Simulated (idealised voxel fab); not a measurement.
The document below concerns the process module designated voxel lift off.
Square cells of 5 nm make up the cross-section cut, whose width is 275 nm.
Bands, listed from the top down, are how a cross-section gets written in this document; the cross-section itself is a grid of square cells, and a band is one or more rows of them.
Top height, bottom height, nm. Materials left to right, width each, nm. Single material + "throughout" = fills band edge to edge. "empty" = empty.
Ref level 0: as-received wafer is one material below here. Bottom band extends down with no lower bound ("0..down").
So if you see something like "30->40" for the width, read it as the top row of the band sitting at the first number and the bottom row at the second, with every row in between moving by the same amount as the last.
"no modifications" -> step changed no cross-section cell.
This entry, "Cavities, closed", enumerates those empty regions of no fewer than 8 cells that possess no open connection to the top. Each region is reported in the form width x height at distance, the distance being taken from the left edge, with all three quantities expressed in nm.
Anything after a step's settings on that line? It's the simulator's own note about the step.
overlay nm: on a step with a mask, how far right of its planned place the mask lay; negative means left.
### Steps planned for the process
1 RECEIVE (material Si)
2 CONFORMAL_DEP (material Al2O3; thk nm 15)
3 PATTERN (tone open; mask id LINES; material resist; width nm 30; pitch nm 45; thk nm 25; overlay nm -15)
4 DIRECTIONAL_DEP (material Ru; thk nm 10)
5 STRIP (etch materials resist)
6 CONFORMAL_DEP (material SiN; thk nm 10)
Same starting wafers, different overlay nm at step 3. Plan value belongs to the first wafer.
### After step 1, as received: first of several wafers, cross-section
	0..down: Si throughout
	Cavities, closed: none
### The figure below presents a cross-section of the first of several wafers at the conclusion of the module, following its last step, step 6
	35..25: empty 50 / SiN 140 / empty 85
	25..15: SiN 60 / Ru 30 / SiN 15 / Ru 30 / SiN 15 / Ru 30 / SiN 95
	15..0: Al2O3 throughout
	0..down: Si throughout
	Cavities, closed: none
### Here we cross-sectioned the last of the wafers once the module was done
	35..25: empty 80 / SiN 140 / empty 55
	25..15: SiN 90 / Ru 30 / SiN 15 / Ru 30 / SiN 15 / Ru 30 / SiN 65
	15..0: Al2O3 throughout
	0..down: Si throughout
	Cavities, closed: none
### Per-wafer rows below. For each material: cells gained (+) or lost (-) since the wafer was received, as of end of module. Then: closed voids
overlay nm -15, +165 Al2O3, +36 Ru, +130 SiN, Cavities, closed: none
overlay nm -10, +165 Al2O3, +36 Ru, +130 SiN, Cavities, closed: none
overlay nm -5, +165 Al2O3, +36 Ru, +130 SiN, Cavities, closed: none
overlay nm 0, +165 Al2O3, +36 Ru, +130 SiN, Cavities, closed: none
overlay nm 5, +165 Al2O3, +36 Ru, +130 SiN, Cavities, closed: none
overlay nm 10, +165 Al2O3, +36 Ru, +130 SiN, Cavities, closed: none
overlay nm 15, +165 Al2O3, +36 Ru, +130 SiN, Cavities, closed: none
